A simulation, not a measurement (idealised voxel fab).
The process module that follows is named voxel self aligned contacts.
Section cut is 260 nm wide and gridded with 5 nm square cells.
In what follows, cross-sections appear as grids of square cells, described through bands that run from the top down, where every band is one or more rows of cells. The entry gives the band's vertical extent as a top height and a bottom height in nm, then its horizontal make-up as materials from left to right, each with a width in nm. "empty" stands for empty space; a single material marked "throughout" fills the band edge to edge. For the purposes of this specification, 0 denotes the height below which the wafer in its as-received condition is composed wholly of one material, and the lowermost band, lacking a lower limit, extends downward without end, as expressed in "z 0 and below". Graded width ("30 to 40"): value in top row of band = first number; value in bottom row = second number; row-to-row change constant. "changes: none" (step): cross-section cells unchanged, all of them. In the "Unvented internal voids" entry, you get each enclosed empty space of 8 cells or more, one with no open way to the top, written width x height at distance, distance from the left edge, in nm. What comes after the settings on a step's line is commentary from the simulator itself on that step. overlay nm: how far to the right of its planned place the mask lay on this masked step (negative: to the left). Reading key. Pairs: pre-step and post-step cross-section, one process step apart; post-step view only to lowest changed band. Step between + settings: beneath pair. Runs: pairs may be from different runs of this module, same starting wafer. Continuation from pair above: only where "Prior state" entry says.
[Prior state]
    z 0 and below  Si throughout
    Unvented internal voids: none
[Post-Step Snapshot]
    z 0 to -5  SiO2 throughout
    At heights below -5, the structure remains unaltered.
    Unvented internal voids: none
It is this step that lies between the two cross-sections above: OXIDIZE [depth nm 5]
Prior state: see preceding pair, after cross-section.
[Post-Step Snapshot]
    z 30 to 0  polySi throughout
    At heights below 0, the structure remains unaltered.
    Unvented internal voids: none
It is this step that lies between the two cross-sections above: DIRECTIONAL_DEP [material polySi] [thk nm 30]
Prior state: see preceding pair, after cross-section.
[Post-Step Snapshot]
    z 45 to 30  SiN throughout
    At heights below 30, the structure remains unaltered.
    Unvented internal voids: none
It is this step that lies between the two cross-sections above: DIRECTIONAL_DEP [material SiN] [thk nm 15]
Prior state: see preceding pair, after cross-section.
[Post-Step Snapshot]
    z 45 to 30  85 empty / 25 SiN / 35 empty / 25 SiN / 90 empty
    At heights below 30, the structure remains unaltered.
    Unvented internal voids: none
It is this step that lies between the two cross-sections above: MASKED_ETCH [tone cover] [mask id GATE] [width nm 25] [pitch nm 60] [etch materials SiN] [depth nm 15] [overlay nm 0]
Prior state: see preceding pair, after cross-section.
[Post-Step Snapshot]
    z 45 to 30  85 empty / 25 SiN / 35 empty / 25 SiN / 90 empty
    z 30 to 0  85 empty / 25 polySi / 35 empty / 25 polySi / 90 empty
    At heights below 0, the structure remains unaltered.
    Unvented internal voids: none
It is this step that lies between the two cross-sections above: MASKED_ETCH [tone cover] [mask id GATE] [width nm 25] [pitch nm 60] [etch materials polySi] [depth nm 30] [overlay nm 0]
Prior state: see preceding pair, after cross-section.
[Post-Step Snapshot]
    z 50 to 30  80 empty / 35 SiN / 25 empty / 35 SiN / 85 empty
    z 30 to 5  80 empty / 5 SiN / 25 polySi / 5 SiN / 25 empty / 5 SiN / 25 polySi / 5 SiN / 85 empty
    z 5 to 0  85 SiN / 25 polySi / 35 SiN / 25 polySi / 90 SiN
    At heights below 0, the structure remains unaltered.
    Unvented internal voids: none
It is this step that lies between the two cross-sections above: CONFORMAL_DEP [material SiN] [thk nm 5]
Prior state: see preceding pair, after cross-section.
[Post-Step Snapshot]
    z 45 to 30  80 empty / 35 SiN / 25 empty / 35 SiN / 85 empty
    z 30 to 0  80 empty / 5 SiN / 25 polySi / 5 SiN / 25 empty / 5 SiN / 25 polySi / 5 SiN / 85 empty
    At heights below 0, the structure remains unaltered.
    Unvented internal voids: none
It is this step that lies between the two cross-sections above: DIRECTIONAL_ETCH [etch materials SiN] [depth nm 5]
Prior state: see preceding pair, after cross-section.
[Post-Step Snapshot]
    z 65 to 45  SiO2 throughout
    z 45 to 30  80 SiO2 / 35 SiN / 25 SiO2 / 35 SiN / 85 SiO2
    z 30 to 0  80 SiO2 / 5 SiN / 25 polySi / 5 SiN / 25 SiO2 / 5 SiN / 25 polySi / 5 SiN / 85 SiO2
    At heights below 0, the structure remains unaltered.
    Unvented internal voids: none
It is this step that lies between the two cross-sections above: FILL_DEP [material SiO2] [thk nm 20]
Prior state: see preceding pair, after cross-section.
[Post-Step Snapshot]
    z 55 to 45  SiO2 throughout
    At heights below 45, the structure remains unaltered.
    Unvented internal voids: none
It is this step that lies between the two cross-sections above: CMP [height nm 55]
Prior state: see preceding pair, after cross-section.
[Post-Step Snapshot]
    z 55 to 45  105 SiO2 / 45 empty / 110 SiO2
    z 45 to 30  80 SiO2 / 35 SiN / 25 empty / 35 SiN / 85 SiO2
    z 30 to 0  80 SiO2 / 5 SiN / 25 polySi / 5 SiN / 25 empty / 5 SiN / 25 polySi / 5 SiN / 85 SiO2
    z 0 to -5  115 SiO2 / 25 empty / 120 SiO2
    At heights below -5, the structure remains unaltered.
    Unvented internal voids: none
It is this step that lies between the two cross-sections above: MASKED_ETCH [tone open] [mask id CONTACT] [width nm 45] [etch materials SiO2] [depth nm 60] [overlay nm 0]
Prior state: see preceding pair, after cross-section.
[Post-Step Snapshot]
    z 60 to 55  110 TiN / 35 empty / 115 TiN
    z 55 to 45  105 SiO2 / 5 to 15 TiN / 35 to 15 empty / 5 to 15 TiN / 110 SiO2
    z 45 to 30  80 SiO2 / 35 SiN / 5 TiN / 15 empty / 5 TiN / 35 SiN / 85 SiO2
    z 30 to 0  80 SiO2 / 5 SiN / 25 polySi / 5 SiN / 5 TiN / 15 empty / 5 TiN / 5 SiN / 25 polySi / 5 SiN / 85 SiO2
    z 0 to -5  115 SiO2 / 25 TiN / 120 SiO2
    At heights below -5, the structure remains unaltered.
    Unvented internal voids: none
It is this step that lies between the two cross-sections above: CONFORMAL_DEP [material TiN] [thk nm 5]
Prior state: see preceding pair, after cross-section.
[Post-Step Snapshot]
    z 70 to 60  W throughout
    z 60 to 55  110 TiN / 35 W / 115 TiN
    z 55 to 45  105 SiO2 / 5 to 15 TiN / 35 to 15 W / 5 to 15 TiN / 110 SiO2
    z 45 to 30  80 SiO2 / 35 SiN / 5 TiN / 15 W / 5 TiN / 35 SiN / 85 SiO2
    z 30 to 0  80 SiO2 / 5 SiN / 25 polySi / 5 SiN / 5 TiN / 15 W / 5 TiN / 5 SiN / 25 polySi / 5 SiN / 85 SiO2
    At heights below 0, the structure remains unaltered.
    Unvented internal voids: none
It is this step that lies between the two cross-sections above: FILL_DEP [material W] [thk nm 10]
Prior state: see preceding pair, after cross-section.
[Post-Step Snapshot]
    z 55 to 45  105 SiO2 / 5 to 15 TiN / 35 to 15 W / 5 to 15 TiN / 110 SiO2
    At heights below 45, the structure remains unaltered.
    Unvented internal voids: none
It is this step that lies between the two cross-sections above: CMP [height nm 55]
Prior state: see preceding pair, after cross-section.
[Post-Step Snapshot]
    z 60 to 55  SiN throughout
    At heights below 55, the structure remains unaltered.
    Unvented internal voids: none
It is this step that lies between the two cross-sections above: CONFORMAL_DEP [material SiN] [thk nm 5]
[Prior state]
    z 45 to 30  85 empty / 25 SiN / 35 empty / 25 SiN / 90 empty
    z 30 to 0  85 empty / 25 polySi / 35 empty / 25 polySi / 90 empty
    z 0 to -5  SiO2 throughout
    z -5 and below  Si throughout
    Unvented internal voids: none
[Post-Step Snapshot]
    z 40 to 30  85 empty / 25 SiN / 35 empty / 25 SiN / 90 empty
    At heights below 30, the structure remains unaltered.
    Unvented internal voids: none
It is this step that lies between the two cross-sections above: DIRECTIONAL_ETCH [etch materials SiN] [depth nm 5]
Prior state: see preceding pair, after cross-section.
[Post-Step Snapshot]
    z 60 to 40  SiO2 throughout
    z 40 to 30  85 SiO2 / 25 SiN / 35 SiO2 / 25 SiN / 90 SiO2
    z 30 to 0  85 SiO2 / 25 polySi / 35 SiO2 / 25 polySi / 90 SiO2
    At heights below 0, the structure remains unaltered.
    Unvented internal voids: none
It is this step that lies between the two cross-sections above: FILL_DEP [material SiO2] [thk nm 20]
Prior state: see preceding pair, after cross-section.
[Post-Step Snapshot]
    z 55 to 40  SiO2 throughout
    At heights below 40, the structure remains unaltered.
    Unvented internal voids: none
It is this step that lies between the two cross-sections above: CMP [height nm 55]
Prior state: see preceding pair, after cross-section.
[Post-Step Snapshot]
    z 55 to 40  105 SiO2 / 45 empty / 110 SiO2
    z 40 to 30  85 SiO2 / 25 SiN / 35 empty / 25 SiN / 90 SiO2
    z 30 to 0  85 SiO2 / 25 polySi / 35 empty / 25 polySi / 90 SiO2
    z 0 to -5  110 SiO2 / 35 empty / 115 SiO2
    At heights below -5, the structure remains unaltered.
    Unvented internal voids: none
It is this step that lies between the two cross-sections above: MASKED_ETCH [tone open] [mask id CONTACT] [width nm 45] [etch materials SiO2] [depth nm 60] [overlay nm 0]
Prior state: see preceding pair, after cross-section.
[Post-Step Snapshot]
    z 60 to 55  110 TiN / 35 empty / 115 TiN
    z 55 to 45  105 SiO2 / 5 TiN / 35 empty / 5 TiN / 110 SiO2
    z 45 to 40  105 SiO2 / 10 TiN / 25 empty / 10 TiN / 110 SiO2
    z 40 to 30  85 SiO2 / 25 SiN / 5 TiN / 25 empty / 5 TiN / 25 SiN / 90 SiO2
    z 30 to 0  85 SiO2 / 25 polySi / 5 TiN / 25 empty / 5 TiN / 25 polySi / 90 SiO2
    z 0 to -5  110 SiO2 / 35 TiN / 115 SiO2
    At heights below -5, the structure remains unaltered.
    Unvented internal voids: none
It is this step that lies between the two cross-sections above: CONFORMAL_DEP [material TiN] [thk nm 5]
Prior state: see preceding pair, after cross-section.
[Post-Step Snapshot]
    z 70 to 60  W throughout
    z 60 to 55  110 TiN / 35 W / 115 TiN
    z 55 to 45  105 SiO2 / 5 TiN / 35 W / 5 TiN / 110 SiO2
    z 45 to 40  105 SiO2 / 10 TiN / 25 W / 10 TiN / 110 SiO2
    z 40 to 30  85 SiO2 / 25 SiN / 5 TiN / 25 W / 5 TiN / 25 SiN / 90 SiO2
    z 30 to 0  85 SiO2 / 25 polySi / 5 TiN / 25 W / 5 TiN / 25 polySi / 90 SiO2
    At heights below 0, the structure remains unaltered.
    Unvented internal voids: none
It is this step that lies between the two cross-sections above: FILL_DEP [material W] [thk nm 10]
Prior state: see preceding pair, after cross-section.
[Post-Step Snapshot]
    z 55 to 45  105 SiO2 / 5 TiN / 35 W / 5 TiN / 110 SiO2
    At heights below 45, the structure remains unaltered.
    Unvented internal voids: none
It is this step that lies between the two cross-sections above: CMP [height nm 55]
Prior state: see preceding pair, after cross-section.
[Post-Step Snapshot]
    z 60 to 55  SiN throughout
    At heights below 55, the structure remains unaltered.
    Unvented internal voids: none
It is this step that lies between the two cross-sections above: CONFORMAL_DEP [material SiN] [thk nm 5]
[Prior state]
    z 30 to 0  polySi throughout
    z 0 to -5  SiO2 throughout
    z -5 and below  Si throughout
    Unvented internal voids: none
[Post-Step Snapshot]
    z 60 to 0  polySi throughout
    At heights below 0, the structure remains unaltered.
    Unvented internal voids: none
It is this step that lies between the two cross-sections above: DIRECTIONAL_DEP [material polySi] [thk nm 30]
Prior state: see preceding pair, after cross-section.
[Post-Step Snapshot]
    z 75 to 60  SiN throughout
    At heights below 60, the structure remains unaltered.
    Unvented internal voids: none
It is this step that lies between the two cross-sections above: DIRECTIONAL_DEP [material SiN] [thk nm 15]
Prior state: see preceding pair, after cross-section.
[Post-Step Snapshot]
    z 75 to 60  85 empty / 25 SiN / 35 empty / 25 SiN / 90 empty
    At heights below 60, the structure remains unaltered.
    Unvented internal voids: none
It is this step that lies between the two cross-sections above: MASKED_ETCH [tone cover] [mask id GATE] [width nm 25] [pitch nm 60] [etch materials SiN] [depth nm 15] [overlay nm 0]
Prior state: see preceding pair, after cross-section.
[Post-Step Snapshot]
    z 75 to 60  85 empty / 25 SiN / 35 empty / 25 SiN / 90 empty
    z 60 to 30  85 empty / 25 polySi / 35 empty / 25 polySi / 90 empty
    At heights below 30, the structure remains unaltered.
    Unvented internal voids: none
It is this step that lies between the two cross-sections above: MASKED_ETCH [tone cover] [mask id GATE] [width nm 25] [pitch nm 60] [etch materials polySi] [depth nm 30] [overlay nm 0]
Prior state: see preceding pair, after cross-section.
[Post-Step Snapshot]
    z 80 to 60  80 empty / 35 SiN / 25 empty / 35 SiN / 85 empty
    z 60 to 35  80 empty / 5 SiN / 25 polySi / 5 SiN / 25 empty / 5 SiN / 25 polySi / 5 SiN / 85 empty
    z 35 to 30  85 SiN / 25 polySi / 35 SiN / 25 polySi / 90 SiN
    At heights below 30, the structure remains unaltered.
    Unvented internal voids: none
It is this step that lies between the two cross-sections above: CONFORMAL_DEP [material SiN] [thk nm 5]
Prior state: see preceding pair, after cross-section.
[Post-Step Snapshot]
    z 75 to 60  80 empty / 35 SiN / 25 empty / 35 SiN / 85 empty
    z 60 to 30  80 empty / 5 SiN / 25 polySi / 5 SiN / 25 empty / 5 SiN / 25 polySi / 5 SiN / 85 empty
    At heights below 30, the structure remains unaltered.
    Unvented internal voids: none
It is this step that lies between the two cross-sections above: DIRECTIONAL_ETCH [etch materials SiN] [depth nm 5]
Prior state: see preceding pair, after cross-section.
[Post-Step Snapshot]
    z 95 to 75  SiO2 throughout
    z 75 to 60  80 SiO2 / 35 SiN / 25 SiO2 / 35 SiN / 85 SiO2
    z 60 to 30  80 SiO2 / 5 SiN / 25 polySi / 5 SiN / 25 SiO2 / 5 SiN / 25 polySi / 5 SiN / 85 SiO2
    At heights below 30, the structure remains unaltered.
    Unvented internal voids: none
It is this step that lies between the two cross-sections above: FILL_DEP [material SiO2] [thk nm 20]
Prior state: see preceding pair, after cross-section.
[Post-Step Snapshot]
    z 55 to 30  80 SiO2 / 5 SiN / 25 polySi / 5 SiN / 25 SiO2 / 5 SiN / 25 polySi / 5 SiN / 85 SiO2
    At heights below 30, the structure remains unaltered.
    Unvented internal voids: none
It is this step that lies between the two cross-sections above: CMP [height nm 55]
Prior state: see preceding pair, after cross-section.
[Post-Step Snapshot]
    z 55 to 30  80 SiO2 / 5 SiN / 25 polySi / 5 SiN / 25 empty / 5 SiN / 25 polySi / 5 SiN / 85 SiO2
    At heights below 30, the structure remains unaltered.
    Unvented internal voids: none
It is this step that lies between the two cross-sections above: MASKED_ETCH [tone open] [mask id CONTACT] [width nm 45] [etch materials SiO2] [depth nm 60] [overlay nm 0]
Prior state: see preceding pair, after cross-section.
[Post-Step Snapshot]
    z 60 to 55  120 TiN / 15 empty / 125 TiN
    z 55 to 35  80 SiO2 / 5 SiN / 25 polySi / 5 SiN / 5 TiN / 15 empty / 5 TiN / 5 SiN / 25 polySi / 5 SiN / 85 SiO2
    z 35 to 30  80 SiO2 / 5 SiN / 25 polySi / 5 SiN / 25 TiN / 5 SiN / 25 polySi / 5 SiN / 85 SiO2
    At heights below 30, the structure remains unaltered.
    Unvented internal voids: none
It is this step that lies between the two cross-sections above: CONFORMAL_DEP [material TiN] [thk nm 5]
Prior state: see preceding pair, after cross-section.
[Post-Step Snapshot]
    z 70 to 60  W throughout
    z 60 to 55  120 TiN / 15 W / 125 TiN
    z 55 to 35  80 SiO2 / 5 SiN / 25 polySi / 5 SiN / 5 TiN / 15 W / 5 TiN / 5 SiN / 25 polySi / 5 SiN / 85 SiO2
    At heights below 35, the structure remains unaltered.
    Unvented internal voids: none
It is this step that lies between the two cross-sections above: FILL_DEP [material W] [thk nm 10]
Prior state: see preceding pair, after cross-section.
[Post-Step Snapshot]
    z 55 to 35  80 SiO2 / 5 SiN / 25 polySi / 5 SiN / 5 TiN / 15 W / 5 TiN / 5 SiN / 25 polySi / 5 SiN / 85 SiO2
    At heights below 35, the structure remains unaltered.
    Unvented internal voids: none
It is this step that lies between the two cross-sections above: CMP [height nm 55]
Prior state: see preceding pair, after cross-section.
[Post-Step Snapshot]
    z 60 to 55  SiN throughout
    At heights below 55, the structure remains unaltered.
    Unvented internal voids: none
It is this step that lies between the two cross-sections above: CONFORMAL_DEP [material SiN] [thk nm 5]
[Prior state]
    z 40 to 30  85 empty / 25 SiN / 35 empty / 25 SiN / 90 empty
    z 30 to 0  85 empty / 25 polySi / 35 empty / 25 polySi / 90 empty
    z 0 to -5  SiO2 throughout
    z -5 and below  Si throughout
    Unvented internal voids: none
[Post-Step Snapshot]
    z 45 to 30  80 empty / 35 SiN / 25 empty / 35 SiN / 85 empty
    z 30 to 5  80 empty / 5 SiN / 25 polySi / 5 SiN / 25 empty / 5 SiN / 25 polySi / 5 SiN / 85 empty
    z 5 to 0  85 SiN / 25 polySi / 35 SiN / 25 polySi / 90 SiN
    At heights below 0, the structure remains unaltered.
    Unvented internal voids: none
It is this step that lies between the two cross-sections above: CONFORMAL_DEP [material SiN] [thk nm 5]
Prior state: see preceding pair, after cross-section.
[Post-Step Snapshot]
    z 65 to 45  SiO2 throughout
    z 45 to 30  80 SiO2 / 35 SiN / 25 SiO2 / 35 SiN / 85 SiO2
    z 30 to 5  80 SiO2 / 5 SiN / 25 polySi / 5 SiN / 25 SiO2 / 5 SiN / 25 polySi / 5 SiN / 85 SiO2
    At heights below 5, the structure remains unaltered.
    Unvented internal voids: none
It is this step that lies between the two cross-sections above: FILL_DEP [material SiO2] [thk nm 20]
Prior state: see preceding pair, after cross-section.
[Post-Step Snapshot]
    z 55 to 45  SiO2 throughout
    At heights below 45, the structure remains unaltered.
    Unvented internal voids: none
It is this step that lies between the two cross-sections above: CMP [height nm 55]
Prior state: see preceding pair, after cross-section.
[Post-Step Snapshot]
    z 55 to 45  105 SiO2 / 45 empty / 110 SiO2
    z 45 to 30  80 SiO2 / 35 SiN / 25 empty / 35 SiN / 85 SiO2
    z 30 to 5  80 SiO2 / 5 SiN / 25 polySi / 5 SiN / 25 empty / 5 SiN / 25 polySi / 5 SiN / 85 SiO2
    At heights below 5, the structure remains unaltered.
    Unvented internal voids: none
It is this step that lies between the two cross-sections above: MASKED_ETCH [tone open] [mask id CONTACT] [width nm 45] [etch materials SiO2] [depth nm 60] [overlay nm 0]
Prior state: see preceding pair, after cross-section.
[Post-Step Snapshot]
    z 60 to 55  110 TiN / 35 empty / 115 TiN
    z 55 to 45  105 SiO2 / 5 to 15 TiN / 35 to 15 empty / 5 to 15 TiN / 110 SiO2
    z 45 to 30  80 SiO2 / 35 SiN / 5 TiN / 15 empty / 5 TiN / 35 SiN / 85 SiO2
    z 30 to 10  80 SiO2 / 5 SiN / 25 polySi / 5 SiN / 5 TiN / 15 empty / 5 TiN / 5 SiN / 25 polySi / 5 SiN / 85 SiO2
    z 10 to 5  80 SiO2 / 5 SiN / 25 polySi / 5 SiN / 25 TiN / 5 SiN / 25 polySi / 5 SiN / 85 SiO2
    At heights below 5, the structure remains unaltered.
    Unvented internal voids: none
It is this step that lies between the two cross-sections above: CONFORMAL_DEP [material TiN] [thk nm 5]
Prior state: see preceding pair, after cross-section.
[Post-Step Snapshot]
    z 70 to 60  W throughout
    z 60 to 55  110 TiN / 35 W / 115 TiN
    z 55 to 45  105 SiO2 / 5 to 15 TiN / 35 to 15 W / 5 to 15 TiN / 110 SiO2
    z 45 to 30  80 SiO2 / 35 SiN / 5 TiN / 15 W / 5 TiN / 35 SiN / 85 SiO2
    z 30 to 10  80 SiO2 / 5 SiN / 25 polySi / 5 SiN / 5 TiN / 15 W / 5 TiN / 5 SiN / 25 polySi / 5 SiN / 85 SiO2
    At heights below 10, the structure remains unaltered.
    Unvented internal voids: none
It is this step that lies between the two cross-sections above: FILL_DEP [material W] [thk nm 10]
Prior state: see preceding pair, after cross-section.
[Post-Step Snapshot]
    z 55 to 45  105 SiO2 / 5 to 15 TiN / 35 to 15 W / 5 to 15 TiN / 110 SiO2
    At heights below 45, the structure remains unaltered.
    Unvented internal voids: none
It is this step that lies between the two cross-sections above: CMP [height nm 55]
Prior state: see preceding pair, after cross-section.
[Post-Step Snapshot]
    z 60 to 55  SiN throughout
    At heights below 55, the structure remains unaltered.
    Unvented internal voids: none
It is this step that lies between the two cross-sections above: CONFORMAL_DEP [material SiN] [thk nm 5]
[Prior state]
    z 0 to -5  SiO2 throughout
    z -5 and below  Si throughout
    Unvented internal voids: none
[Post-Step Snapshot]
    z 35 to 0  polySi throughout
    At heights below 0, the structure remains unaltered.
    Unvented internal voids: none
It is this step that lies between the two cross-sections above: DIRECTIONAL_DEP [material polySi] [thk nm 35]
Prior state: see preceding pair, after cross-section.
[Post-Step Snapshot]
    z 50 to 35  SiN throughout
    At heights below 35, the structure remains unaltered.
    Unvented internal voids: none
It is this step that lies between the two cross-sections above: DIRECTIONAL_DEP [material SiN] [thk nm 15]
Prior state: see preceding pair, after cross-section.
[Post-Step Snapshot]
    z 50 to 35  85 empty / 25 SiN / 35 empty / 25 SiN / 90 empty
    At heights below 35, the structure remains unaltered.
    Unvented internal voids: none
It is this step that lies between the two cross-sections above: MASKED_ETCH [tone cover] [mask id GATE] [width nm 25] [pitch nm 60] [etch materials SiN] [depth nm 15] [overlay nm 0]
Prior state: see preceding pair, after cross-section.
[Post-Step Snapshot]
    z 50 to 35  85 empty / 25 SiN / 35 empty / 25 SiN / 90 empty
    z 35 to 5  85 empty / 25 polySi / 35 empty / 25 polySi / 90 empty
    At heights below 5, the structure remains unaltered.
    Unvented internal voids: none
It is this step that lies between the two cross-sections above: MASKED_ETCH [tone cover] [mask id GATE] [width nm 25] [pitch nm 60] [etch materials polySi] [depth nm 30] [overlay nm 0]
Prior state: see preceding pair, after cross-section.
[Post-Step Snapshot]
    z 55 to 35  80 empty / 35 SiN / 25 empty / 35 SiN / 85 empty
    z 35 to 10  80 empty / 5 SiN / 25 polySi / 5 SiN / 25 empty / 5 SiN / 25 polySi / 5 SiN / 85 empty
    z 10 to 5  85 SiN / 25 polySi / 35 SiN / 25 polySi / 90 SiN
    At heights below 5, the structure remains unaltered.
    Unvented internal voids: none
It is this step that lies between the two cross-sections above: CONFORMAL_DEP [material SiN] [thk nm 5]
Prior state: see preceding pair, after cross-section.
[Post-Step Snapshot]
    z 50 to 35  80 empty / 35 SiN / 25 empty / 35 SiN / 85 empty
    z 35 to 5  80 empty / 5 SiN / 25 polySi / 5 SiN / 25 empty / 5 SiN / 25 polySi / 5 SiN / 85 empty
    At heights below 5, the structure remains unaltered.
    Unvented internal voids: none
It is this step that lies between the two cross-sections above: DIRECTIONAL_ETCH [etch materials SiN] [depth nm 5]
Prior state: see preceding pair, after cross-section.
[Post-Step Snapshot]
    z 70 to 50  SiO2 throughout
    z 50 to 35  80 SiO2 / 35 SiN / 25 SiO2 / 35 SiN / 85 SiO2
    z 35 to 5  80 SiO2 / 5 SiN / 25 polySi / 5 SiN / 25 SiO2 / 5 SiN / 25 polySi / 5 SiN / 85 SiO2
    At heights below 5, the structure remains unaltered.
    Unvented internal voids: none
It is this step that lies between the two cross-sections above: FILL_DEP [material SiO2] [thk nm 20]
Prior state: see preceding pair, after cross-section.
[Post-Step Snapshot]
    z 55 to 50  SiO2 throughout
    At heights below 50, the structure remains unaltered.
    Unvented internal voids: none
It is this step that lies between the two cross-sections above: CMP [height nm 55]
Prior state: see preceding pair, after cross-section.
[Post-Step Snapshot]
    z 55 to 50  105 SiO2 / 45 empty / 110 SiO2
    z 50 to 35  80 SiO2 / 35 SiN / 25 empty / 35 SiN / 85 SiO2
    z 35 to 5  80 SiO2 / 5 SiN / 25 polySi / 5 SiN / 25 empty / 5 SiN / 25 polySi / 5 SiN / 85 SiO2
    At heights below 5, the structure remains unaltered.
    Unvented internal voids: none
It is this step that lies between the two cross-sections above: MASKED_ETCH [tone open] [mask id CONTACT] [width nm 45] [etch materials SiO2] [depth nm 60] [overlay nm 0]
Prior state: see preceding pair, after cross-section.
[Post-Step Snapshot]
    z 60 to 55  110 TiN / 35 empty / 115 TiN
    z 55 to 50  105 SiO2 / 15 TiN / 15 empty / 15 TiN / 110 SiO2
    z 50 to 35  80 SiO2 / 35 SiN / 5 TiN / 15 empty / 5 TiN / 35 SiN / 85 SiO2
    z 35 to 10  80 SiO2 / 5 SiN / 25 polySi / 5 SiN / 5 TiN / 15 empty / 5 TiN / 5 SiN / 25 polySi / 5 SiN / 85 SiO2
    z 10 to 5  80 SiO2 / 5 SiN / 25 polySi / 5 SiN / 25 TiN / 5 SiN / 25 polySi / 5 SiN / 85 SiO2
    At heights below 5, the structure remains unaltered.
    Unvented internal voids: none
It is this step that lies between the two cross-sections above: CONFORMAL_DEP [material TiN] [thk nm 5]
Prior state: see preceding pair, after cross-section.
[Post-Step Snapshot]
    z 70 to 60  W throughout
    z 60 to 55  110 TiN / 35 W / 115 TiN
    z 55 to 50  105 SiO2 / 15 TiN / 15 W / 15 TiN / 110 SiO2
    z 50 to 35  80 SiO2 / 35 SiN / 5 TiN / 15 W / 5 TiN / 35 SiN / 85 SiO2
    z 35 to 10  80 SiO2 / 5 SiN / 25 polySi / 5 SiN / 5 TiN / 15 W / 5 TiN / 5 SiN / 25 polySi / 5 SiN / 85 SiO2
    At heights below 10, the structure remains unaltered.
    Unvented internal voids: none
It is this step that lies between the two cross-sections above: FILL_DEP [material W] [thk nm 10]
Prior state: see preceding pair, after cross-section.
[Post-Step Snapshot]
    z 55 to 50  105 SiO2 / 15 TiN / 15 W / 15 TiN / 110 SiO2
    At heights below 50, the structure remains unaltered.
    Unvented internal voids: none
It is this step that lies between the two cross-sections above: CMP [height nm 55]
Prior state: see preceding pair, after cross-section.
[Post-Step Snapshot]
    z 60 to 55  SiN throughout
    At heights below 55, the structure remains unaltered.
    Unvented internal voids: none
It is this step that lies between the two cross-sections above: CONFORMAL_DEP [material SiN] [thk nm 5]
[Prior state]
    z 45 to 30  85 empty / 25 SiN / 35 empty / 25 SiN / 90 empty
    z 30 to 0  polySi throughout
    z 0 to -5  SiO2 throughout
    z -5 and below  Si throughout
    Unvented internal voids: none
[Post-Step Snapshot]
    z 45 to 30  85 empty / 25 SiN / 35 empty / 25 SiN / 90 empty
    z 30 to 0  80 empty / 35 polySi / 25 empty / 35 polySi / 85 empty
    At heights below 0, the structure remains unaltered.
    Unvented internal voids: none
It is this step that lies between the two cross-sections above: MASKED_ETCH [tone cover] [mask id GATE] [width nm 35] [pitch nm 60] [etch materials polySi] [depth nm 30] [overlay nm 0]
Prior state: see preceding pair, after cross-section.
[Post-Step Snapshot]
    z 50 to 35  80 empty / 35 SiN / 25 empty / 35 SiN / 85 empty
    z 35 to 30  75 empty / 45 SiN / 15 empty / 45 SiN / 80 empty
    z 30 to 5  75 empty / 5 SiN / 35 polySi / 5 SiN / 15 empty / 5 SiN / 35 polySi / 5 SiN / 80 empty
    z 5 to 0  80 SiN / 35 polySi / 25 SiN / 35 polySi / 85 SiN
    At heights below 0, the structure remains unaltered.
    Unvented internal voids: none
It is this step that lies between the two cross-sections above: CONFORMAL_DEP [material SiN] [thk nm 5]
Prior state: see preceding pair, after cross-section.
[Post-Step Snapshot]
    z 45 to 30  80 empty / 35 SiN / 25 empty / 35 SiN / 85 empty
    z 30 to 0  75 empty / 5 SiN / 35 polySi / 5 SiN / 15 empty / 5 SiN / 35 polySi / 5 SiN / 80 empty
    At heights below 0, the structure remains unaltered.
    Unvented internal voids: none
It is this step that lies between the two cross-sections above: DIRECTIONAL_ETCH [etch materials SiN] [depth nm 5]
Prior state: see preceding pair, after cross-section.
[Post-Step Snapshot]
    z 65 to 45  SiO2 throughout
    z 45 to 30  80 SiO2 / 35 SiN / 25 SiO2 / 35 SiN / 85 SiO2
    z 30 to 0  75 SiO2 / 5 SiN / 35 polySi / 5 SiN / 15 SiO2 / 5 SiN / 35 polySi / 5 SiN / 80 SiO2
    At heights below 0, the structure remains unaltered.
    Unvented internal voids: none
It is this step that lies between the two cross-sections above: FILL_DEP [material SiO2] [thk nm 20]
Prior state: see preceding pair, after cross-section.
[Post-Step Snapshot]
    z 55 to 45  SiO2 throughout
    At heights below 45, the structure remains unaltered.
    Unvented internal voids: none
It is this step that lies between the two cross-sections above: CMP [height nm 55]
Prior state: see preceding pair, after cross-section.
[Post-Step Snapshot]
    z 55 to 45  105 SiO2 / 45 empty / 110 SiO2
    z 45 to 30  80 SiO2 / 35 SiN / 25 empty / 35 SiN / 85 SiO2
    z 30 to 0  75 SiO2 / 5 SiN / 35 polySi / 5 SiN / 15 empty / 5 SiN / 35 polySi / 5 SiN / 80 SiO2
    z 0 to -5  120 SiO2 / 15 empty / 125 SiO2
    At heights below -5, the structure remains unaltered.
    Unvented internal voids: none
It is this step that lies between the two cross-sections above: MASKED_ETCH [tone open] [mask id CONTACT] [width nm 45] [etch materials SiO2] [depth nm 60] [overlay nm 0]
Prior state: see preceding pair, after cross-section.
[Post-Step Snapshot]
    z 60 to 55  110 TiN / 35 empty / 115 TiN
    z 55 to 45  105 SiO2 / 5 to 15 TiN / 35 to 15 empty / 5 to 15 TiN / 110 SiO2
    z 45 to 35  80 SiO2 / 35 SiN / 5 TiN / 15 empty / 5 TiN / 35 SiN / 85 SiO2
    z 35 to 30  80 SiO2 / 35 SiN / 10 TiN / 5 empty / 10 TiN / 35 SiN / 85 SiO2
    z 30 to 0  75 SiO2 / 5 SiN / 35 polySi / 5 SiN / 5 TiN / 5 empty / 5 TiN / 5 SiN / 35 polySi / 5 SiN / 80 SiO2
    z 0 to -5  120 SiO2 / 15 TiN / 125 SiO2
    At heights below -5, the structure remains unaltered.
    Unvented internal voids: none
It is this step that lies between the two cross-sections above: CONFORMAL_DEP [material TiN] [thk nm 5]
Prior state: see preceding pair, after cross-section.
[Post-Step Snapshot]
    z 70 to 60  W throughout
    z 60 to 55  110 TiN / 35 W / 115 TiN
    z 55 to 45  105 SiO2 / 5 to 15 TiN / 35 to 15 W / 5 to 15 TiN / 110 SiO2
    z 45 to 35  80 SiO2 / 35 SiN / 5 TiN / 15 W / 5 TiN / 35 SiN / 85 SiO2
    z 35 to 30  80 SiO2 / 35 SiN / 10 TiN / 5 W / 10 TiN / 35 SiN / 85 SiO2
    z 30 to 0  75 SiO2 / 5 SiN / 35 polySi / 5 SiN / 5 TiN / 5 W / 5 TiN / 5 SiN / 35 polySi / 5 SiN / 80 SiO2
    At heights below 0, the structure remains unaltered.
    Unvented internal voids: none
It is this step that lies between the two cross-sections above: FILL_DEP [material W] [thk nm 10]
Prior state: see preceding pair, after cross-section.
[Post-Step Snapshot]
    z 55 to 45  105 SiO2 / 5 to 15 TiN / 35 to 15 W / 5 to 15 TiN / 110 SiO2
    At heights below 45, the structure remains unaltered.
    Unvented internal voids: none
It is this step that lies between the two cross-sections above: CMP [height nm 55]
